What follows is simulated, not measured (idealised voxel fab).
A process module follows: voxel ribs on slabs.
Section cut is 295 nm wide and gridded with 5 nm square cells.
For the purposes of this document, a cross-section shall be understood as a grid of square cells, specified as bands listed in top-to-bottom order, each band consisting of one or more rows of cells. This entry defines a band. It first specifies the height of the band's top and the height of its bottom in nm, and then specifies the band's materials from left to right, stating each material with its width in nm. The word "all across" identifies a single material that fills the band from edge to edge, while the word "air" identifies empty space. Heights are expressed relative to 0, this being the level below which the as-received wafer comprises one material exclusively. The lowest band is unbounded in the downward direction and is denoted as in "0 and below". The width entry "30->40" should be interpreted row by row: the top row of cells in the band takes the first number, the bottom row takes the second number, and the change between adjacent rows is uniform throughout. "nothing changed" means the step left every cell of the cross-section as it was. This entry, "Closed void table", enumerates those empty regions of no fewer than 8 cells that possess no open connection to the top. Each region is reported in the form width x height at distance, the distance being taken from the left edge, with all three quantities expressed in nm. Step line, after settings: the simulator's comment on this step. Steps that use a mask can have "overlay nm" on their line. It says how far the mask sat to the right of where it was meant to be. Negative means to the left.

These are the steps we planned for the process:
- 1: RECEIVE (material Si)
- 2: DIRECTIONAL_DEP (material SiO2; thk nm 30)
- 3: DIRECTIONAL_DEP (material SiN; thk nm 15)
- 4: PATTERN (tone cover; mask id RIB; material resist; width nm 15; thk nm 20; overlay nm 0)
- 5: DIRECTIONAL_ETCH (etch materials SiN; depth nm 10)
- 6: STRIP (etch materials resist)
- 7: MASKED_ETCH (tone cover; mask id SLAB; width nm 75; etch materials SiN; depth nm 5; overlay nm 0)
- 8: FILL_DEP (material SiO2; thk nm 25)
- 9: CMP (height nm 65)
- 10: DIRECTIONAL_DEP (material W; thk nm 10)
- 11: DIRECTIONAL_DEP (material aC; thk nm 15)
- 12: PATTERN (tone cover; mask id HEATER; material resist; width nm 25; thk nm 35; overlay nm -15)
- 13: DIRECTIONAL_ETCH (etch materials aC; depth nm 15)
- 14: STRIP (etch materials resist)
- 15: DIRECTIONAL_ETCH (etch materials W; depth nm 10)
- 16: STRIP (etch materials aC)
- 17: CONFORMAL_DEP (material SiO2; thk nm 5)
Variable across wafers: step 12 overlay nm (plan value is that of the first wafer; starting state common to all).

Received wafers, first of several: cross-section after step 1:
	0 and below  Si all across
	Closed void table: none

Note: the following table is arranged by wafer, a row apiece. Each row reports the end-of-module state: per material, cells gained (+) or cells lost (-) compared with the wafer as received; closed voids follow:
overlay nm -15; +21 SiN; +809 SiO2; +10 W; Closed void table: none
overlay nm -10; +21 SiN; +809 SiO2; +10 W; Closed void table: none
overlay nm -5; +21 SiN; +809 SiO2; +10 W; Closed void table: none
overlay nm 0; +21 SiN; +809 SiO2; +10 W; Closed void table: none
overlay nm 5; +21 SiN; +809 SiO2; +10 W; Closed void table: none
overlay nm 10; +21 SiN; +809 SiO2; +10 W; Closed void table: none
overlay nm 15; +21 SiN; +809 SiO2; +10 W; Closed void table: none
